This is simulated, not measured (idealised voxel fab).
process module | voxel transistor to metal
cross-section cut | 155 nm wide | cells 5 nm
A cross-section is a grid of square cells, given in bands from the top down. A band is one or more rows of cells.
Each band's line starts with the height of the band's top and of its bottom, in nm. Then come its materials from left to right, each with its width in nm. One material with "throughout" fills the band from edge to edge. "air" is empty space.
Height 0 is the level under which the wafer as received is all one material. The lowest band goes on downwards, as in "0 down".
A width such as "30 to 40" changes by the same amount from each row of cells to the next, from the band's top row to its bottom row.
"no change" after a step means that no cell of the cross-section changed.
closed voids: empty space of 8 cells or more with no open way to the top, each as width x height at its distance from the left edge, in nm
after a step's settings: what the simulator itself notes on the step
overlay nm, on a step with a mask: how far to the right of its planned place the mask lay; to the left if negative
plan
1 op RECEIVE | material Si
2 op CONFORMAL_DEP | material SiO2 | thk nm 5
3 op CONFORMAL_DEP | material SiN | thk nm 15
4 op PATTERN | tone cover | mask id ACTIVE | material resist | width nm 105 | thk nm 15 | overlay nm 0
5 op DIRECTIONAL_ETCH | etch materials SiN | depth nm 15
6 op DIRECTIONAL_ETCH | etch materials SiO2 | depth nm 5
7 op DIRECTIONAL_ETCH | etch materials Si | depth nm 20
8 op STRIP | etch materials resist
9 op OXIDIZE | depth nm 5
10 op FILL_DEP | material SiO2 | thk nm 15
11 op CMP | height nm 20
12 op SELECTIVE_ETCH | etch materials SiO2 | depth nm 15
13 op STRIP | etch materials SiN
14 op SELECTIVE_ETCH | etch materials SiO2 | depth nm 5
15 op OXIDIZE | depth nm 5
16 op DIRECTIONAL_DEP | material polySi | thk nm 30
17 op DIRECTIONAL_DEP | material SiCN | thk nm 10
18 op DIRECTIONAL_DEP | material aC | thk nm 10
19 op PATTERN | tone cover | mask id GATE | material resist | width nm 25 | thk nm 30 | overlay nm 0
20 op DIRECTIONAL_ETCH | etch materials aC | depth nm 10
21 op STRIP | etch materials resist
22 op DIRECTIONAL_ETCH | etch materials SiCN | depth nm 20
23 op DIRECTIONAL_ETCH | etch materials polySi | depth nm 40
24 op STRIP | etch materials aC
25 op CONFORMAL_DEP | material SiO2 | thk nm 5
26 op DIRECTIONAL_ETCH | etch materials SiO2 | depth nm 5
27 op CONFORMAL_DEP | material SiN | thk nm 10
28 op DIRECTIONAL_ETCH | etch materials SiN | depth nm 10
29 op DIRECTIONAL_ETCH | etch materials SiO2 | depth nm 5
30 op DIRECTIONAL_ETCH | etch materials Si | depth nm 15
31 op EPI | material nSi | thk nm 15
32 op FILL_DEP | material SiO2 | thk nm 10
33 op CMP | height nm 40
34 op DIRECTIONAL_DEP | material SiO2 | thk nm 15
35 op PATTERN | tone open | mask id CONTACT | material resist | width nm 30 | pitch nm 65 | thk nm 20 | overlay nm 0
36 op DIRECTIONAL_ETCH | etch materials SiO2 | depth nm 60
37 op STRIP | etch materials resist
38 op CONFORMAL_DEP | material TiN | thk nm 5
39 op FILL_DEP | material Ru | thk nm 5
40 op CMP | height nm 55
41 op CONFORMAL_DEP | material SiCN | thk nm 5
42 op DIRECTIONAL_DEP | material SiO2 | thk nm 25
43 op MASKED_ETCH | tone open | mask id METAL_1 | width nm 20 | pitch nm 75 | etch materials SiO2 | depth nm 25 | overlay nm 0
44 op MASKED_ETCH | tone open | mask id METAL_1 | width nm 20 | pitch nm 75 | etch materials SiCN | depth nm 5 | overlay nm 0
45 op CONFORMAL_DEP | material TiN | thk nm 5
46 op FILL_DEP | material Cu | thk nm 5
47 op CMP | height nm 85
48 op CONFORMAL_DEP | material SiN | thk nm 5
first wafer, as planned
as received, after step 1
  0 down: Si throughout
  closed voids: none
after step 2
  5 to 0: SiO2 throughout
  below 0: unchanged
after step 3
  20 to 5: SiN throughout
  below 5: unchanged
after step 4
  35 to 20: air 25 | resist 105 | air 25
  below 20: unchanged
after step 5
  35 to 20: air 25 | resist 105 | air 25
  20 to 5: air 25 | SiN 105 | air 25
  below 5: unchanged
after step 6
  35 to 20: air 25 | resist 105 | air 25
  20 to 5: air 25 | SiN 105 | air 25
  5 to 0: air 25 | SiO2 105 | air 25
  below 0: unchanged
after step 7
  35 to 20: air 25 | resist 105 | air 25
  20 to 5: air 25 | SiN 105 | air 25
  5 to 0: air 25 | SiO2 105 | air 25
  0 to -20: air 25 | Si 105 | air 25
  below -20: unchanged
after step 8
  20 to 5: air 25 | SiN 105 | air 25
  below 5: unchanged
after step 9
  20 to 5: air 25 | SiN 105 | air 25
  5 to 0: air 25 | SiO2 105 | air 25
  0 to -20: air 25 | SiO2 5 | Si 95 | SiO2 5 | air 25
  -20 to -25: SiO2 30 | Si 95 | SiO2 30
  below -25: unchanged
after step 10
  35 to 20: SiO2 throughout
  20 to 5: SiO2 25 | SiN 105 | SiO2 25
  5 to 0: SiO2 throughout
  0 to -25: SiO2 30 | Si 95 | SiO2 30
  below -25: unchanged
after step 11
  20 to 5: SiO2 25 | SiN 105 | SiO2 25
  below 5: unchanged
after step 12
  20 to 5: air 25 | SiN 105 | air 25
  below 5: unchanged
after step 13
  5 to 0: SiO2 throughout
  below 0: unchanged
after step 14
  0 to -25: SiO2 30 | Si 95 | SiO2 30
  below -25: unchanged
after step 15
  0 to -5: SiO2 throughout
  below -5: unchanged
after step 16
  30 to 0: polySi throughout
  below 0: unchanged
after step 17
  40 to 30: SiCN throughout
  below 30: unchanged
after step 18
  50 to 40: aC throughout
  below 40: unchanged
after step 19
  80 to 50: air 65 | resist 25 | air 65
  below 50: unchanged
after step 20
  70 to 50: air 65 | resist 25 | air 65
  50 to 40: air 65 | aC 25 | air 65
  below 40: unchanged
after step 21
  50 to 40: air 65 | aC 25 | air 65
  below 40: unchanged
after step 22
  50 to 40: air 65 | aC 25 | air 65
  40 to 30: air 65 | SiCN 25 | air 65
  below 30: unchanged
after step 23
  50 to 40: air 65 | aC 25 | air 65
  40 to 30: air 65 | SiCN 25 | air 65
  30 to 0: air 65 | polySi 25 | air 65
  below 0: unchanged
after step 24
  40 to 30: air 65 | SiCN 25 | air 65
  below 30: unchanged
after step 25
  45 to 40: air 60 | SiO2 35 | air 60
  40 to 30: air 60 | SiO2 5 | SiCN 25 | SiO2 5 | air 60
  30 to 5: air 60 | SiO2 5 | polySi 25 | SiO2 5 | air 60
  5 to 0: SiO2 65 | polySi 25 | SiO2 65
  below 0: unchanged
after step 26
  40 to 30: air 60 | SiO2 5 | SiCN 25 | SiO2 5 | air 60
  30 to 0: air 60 | SiO2 5 | polySi 25 | SiO2 5 | air 60
  below 0: unchanged
after step 27
  50 to 40: air 50 | SiN 55 | air 50
  40 to 30: air 50 | SiN 10 | SiO2 5 | SiCN 25 | SiO2 5 | SiN 10 | air 50
  30 to 10: air 50 | SiN 10 | SiO2 5 | polySi 25 | SiO2 5 | SiN 10 | air 50
  10 to 0: SiN 60 | SiO2 5 | polySi 25 | SiO2 5 | SiN 60
  below 0: unchanged
after step 28
  40 to 30: air 50 | SiN 10 | SiO2 5 | SiCN 25 | SiO2 5 | SiN 10 | air 50
  30 to 0: air 50 | SiN 10 | SiO2 5 | polySi 25 | SiO2 5 | SiN 10 | air 50
  below 0: unchanged
after step 29
  40 to 35: air 50 | SiN 10 | air 5 | SiCN 25 | air 5 | SiN 10 | air 50
  35 to 30: air 50 | SiN 10 | SiO2 5 | SiCN 25 | SiO2 5 | SiN 10 | air 50
  30 to 0: air 50 | SiN 10 | SiO2 5 | polySi 25 | SiO2 5 | SiN 10 | air 50
  0 to -5: air 50 | SiO2 55 | air 50
  below -5: unchanged
after step 30
  40 to 35: air 50 | SiN 10 | air 5 | SiCN 25 | air 5 | SiN 10 | air 50
  35 to 30: air 50 | SiN 10 | SiO2 5 | SiCN 25 | SiO2 5 | SiN 10 | air 50
  30 to 0: air 50 | SiN 10 | SiO2 5 | polySi 25 | SiO2 5 | SiN 10 | air 50
  0 to -5: air 50 | SiO2 55 | air 50
  -5 to -20: SiO2 30 | air 20 | Si 55 | air 20 | SiO2 30
  below -20: unchanged
after step 31
  40 to 35: air 50 | SiN 10 | air 5 | SiCN 25 | air 5 | SiN 10 | air 50
  35 to 30: air 50 | SiN 10 | SiO2 5 | SiCN 25 | SiO2 5 | SiN 10 | air 50
  30 to 10: air 50 | SiN 10 | SiO2 5 | polySi 25 | SiO2 5 | SiN 10 | air 50
  10 to 0: air 35 | nSi 15 | SiN 10 | SiO2 5 | polySi 25 | SiO2 5 | SiN 10 | nSi 15 | air 35
  0 to -5: air 35 | nSi 15 | SiO2 55 | nSi 15 | air 35
  -5 to -20: SiO2 30 | nSi 20 | Si 55 | nSi 20 | SiO2 30
  below -20: unchanged
after step 32
  50 to 40: SiO2 throughout
  40 to 30: SiO2 50 | SiN 10 | SiO2 5 | SiCN 25 | SiO2 5 | SiN 10 | SiO2 50
  30 to 10: SiO2 50 | SiN 10 | SiO2 5 | polySi 25 | SiO2 5 | SiN 10 | SiO2 50
  10 to 0: SiO2 35 | nSi 15 | SiN 10 | SiO2 5 | polySi 25 | SiO2 5 | SiN 10 | nSi 15 | SiO2 35
  0 to -5: SiO2 35 | nSi 15 | SiO2 55 | nSi 15 | SiO2 35
  below -5: unchanged
after step 33
  40 to 30: SiO2 50 | SiN 10 | SiO2 5 | SiCN 25 | SiO2 5 | SiN 10 | SiO2 50
  below 30: unchanged
after step 34
  55 to 40: SiO2 throughout
  below 40: unchanged
after step 35
  75 to 55: resist 30 | air 30 | resist 35 | air 30 | resist 30
  below 55: unchanged
after step 36
  75 to 55: resist 30 | air 30 | resist 35 | air 30 | resist 30
  55 to 40: SiO2 30 | air 30 | SiO2 35 | air 30 | SiO2 30
  40 to 30: SiO2 30 | air 20 | SiN 10 | SiO2 5 | SiCN 25 | SiO2 5 | SiN 10 | air 20 | SiO2 30
  30 to 10: SiO2 30 | air 20 | SiN 10 | SiO2 5 | polySi 25 | SiO2 5 | SiN 10 | air 20 | SiO2 30
  10 to 0: SiO2 30 | air 5 | nSi 15 | SiN 10 | SiO2 5 | polySi 25 | SiO2 5 | SiN 10 | nSi 15 | air 5 | SiO2 30
  0 to -5: SiO2 30 | air 5 | nSi 15 | SiO2 55 | nSi 15 | air 5 | SiO2 30
  below -5: unchanged
after step 37
  55 to 40: SiO2 30 | air 30 | SiO2 35 | air 30 | SiO2 30
  below 40: unchanged
after step 38
  60 to 55: TiN 35 | air 20 | TiN 45 | air 20 | TiN 35
  55 to 45: SiO2 30 | TiN 5 | air 20 | TiN 5 | SiO2 35 | TiN 5 | air 20 | TiN 5 | SiO2 30
  45 to 40: SiO2 30 | TiN 5 | air 10 | TiN 15 | SiO2 35 | TiN 15 | air 10 | TiN 5 | SiO2 30
  40 to 30: SiO2 30 | TiN 5 | air 10 | TiN 5 | SiN 10 | SiO2 5 | SiCN 25 | SiO2 5 | SiN 10 | TiN 5 | air 10 | TiN 5 | SiO2 30
  30 to 15: SiO2 30 | TiN 5 | air 10 | TiN 5 | SiN 10 | SiO2 5 | polySi 25 | SiO2 5 | SiN 10 | TiN 5 | air 10 | TiN 5 | SiO2 30
  15 to 10: SiO2 30 | TiN 20 | SiN 10 | SiO2 5 | polySi 25 | SiO2 5 | SiN 10 | TiN 20 | SiO2 30
  10 to 0: SiO2 30 | TiN 5 | nSi 15 | SiN 10 | SiO2 5 | polySi 25 | SiO2 5 | SiN 10 | nSi 15 | TiN 5 | SiO2 30
  0 to -5: SiO2 30 | TiN 5 | nSi 15 | SiO2 55 | nSi 15 | TiN 5 | SiO2 30
  below -5: unchanged
after step 39
  65 to 60: Ru throughout
  60 to 55: TiN 35 | Ru 20 | TiN 45 | Ru 20 | TiN 35
  55 to 45: SiO2 30 | TiN 5 | Ru 20 | TiN 5 | SiO2 35 | TiN 5 | Ru 20 | TiN 5 | SiO2 30
  45 to 40: SiO2 30 | TiN 5 | Ru 10 | TiN 15 | SiO2 35 | TiN 15 | Ru 10 | TiN 5 | SiO2 30
  40 to 30: SiO2 30 | TiN 5 | Ru 10 | TiN 5 | SiN 10 | SiO2 5 | SiCN 25 | SiO2 5 | SiN 10 | TiN 5 | Ru 10 | TiN 5 | SiO2 30
  30 to 15: SiO2 30 | TiN 5 | Ru 10 | TiN 5 | SiN 10 | SiO2 5 | polySi 25 | SiO2 5 | SiN 10 | TiN 5 | Ru 10 | TiN 5 | SiO2 30
  below 15: unchanged
after step 40
  55 to 45: SiO2 30 | TiN 5 | Ru 20 | TiN 5 | SiO2 35 | TiN 5 | Ru 20 | TiN 5 | SiO2 30
  below 45: unchanged
after step 41
  60 to 55: SiCN throughout
  below 55: unchanged
after step 42
  85 to 60: SiO2 throughout
  below 60: unchanged
after step 43
  85 to 60: SiO2 30 | air 20 | SiO2 55 | air 20 | SiO2 30
  below 60: unchanged
after step 44
  85 to 60: SiO2 30 | air 20 | SiO2 55 | air 20 | SiO2 30
  60 to 55: SiCN 30 | air 20 | SiCN 55 | air 20 | SiCN 30
  below 55: unchanged
after step 45
  90 to 85: TiN 35 | air 10 | TiN 65 | air 10 | TiN 35
  85 to 60: SiO2 30 | TiN 5 | air 10 | TiN 5 | SiO2 55 | TiN 5 | air 10 | TiN 5 | SiO2 30
  60 to 55: SiCN 30 | TiN 20 | SiCN 55 | TiN 20 | SiCN 30
  below 55: unchanged
after step 46
  95 to 90: Cu throughout
  90 to 85: TiN 35 | Cu 10 | TiN 65 | Cu 10 | TiN 35
  85 to 60: SiO2 30 | TiN 5 | Cu 10 | TiN 5 | SiO2 55 | TiN 5 | Cu 10 | TiN 5 | SiO2 30
  below 60: unchanged
after step 47
  85 to 60: SiO2 30 | TiN 5 | Cu 10 | TiN 5 | SiO2 55 | TiN 5 | Cu 10 | TiN 5 | SiO2 30
  below 60: unchanged
after step 48
  90 to 85: SiN throughout
  below 85: unchanged
second wafer: like start, like plan, one mistake. Through step 40 it matches the first wafer
when step 41 should have ended
  60 to 55: Ru throughout
  below 55: unchanged
when step 42 should have ended
  85 to 60: SiO2 throughout
  below 60: unchanged
when step 43 should have ended
  85 to 60: SiO2 30 | air 20 | SiO2 55 | air 20 | SiO2 30
  below 60: unchanged
when step 44 should have ended: no change
when step 45 should have ended
  90 to 85: TiN 35 | air 10 | TiN 65 | air 10 | TiN 35
  85 to 65: SiO2 30 | TiN 5 | air 10 | TiN 5 | SiO2 55 | TiN 5 | air 10 | TiN 5 | SiO2 30
  65 to 60: SiO2 30 | TiN 20 | SiO2 55 | TiN 20 | SiO2 30
  below 60: unchanged
when step 46 should have ended
  95 to 90: Cu throughout
  90 to 85: TiN 35 | Cu 10 | TiN 65 | Cu 10 | TiN 35
  85 to 65: SiO2 30 | TiN 5 | Cu 10 | TiN 5 | SiO2 55 | TiN 5 | Cu 10 | TiN 5 | SiO2 30
  below 65: unchanged
when step 47 should have ended
  85 to 65: SiO2 30 | TiN 5 | Cu 10 | TiN 5 | SiO2 55 | TiN 5 | Cu 10 | TiN 5 | SiO2 30
  below 65: unchanged
when step 48 should have ended
  90 to 85: SiN throughout
  below 85: unchanged
what went wrong: step 41 ran as: op CONFORMAL_DEP | material Ru | thk nm 5
at the end the second wafer has, in cells: 4 fewer of Cu | 31 more of Ru | 23 fewer of SiCN | 4 fewer of TiN
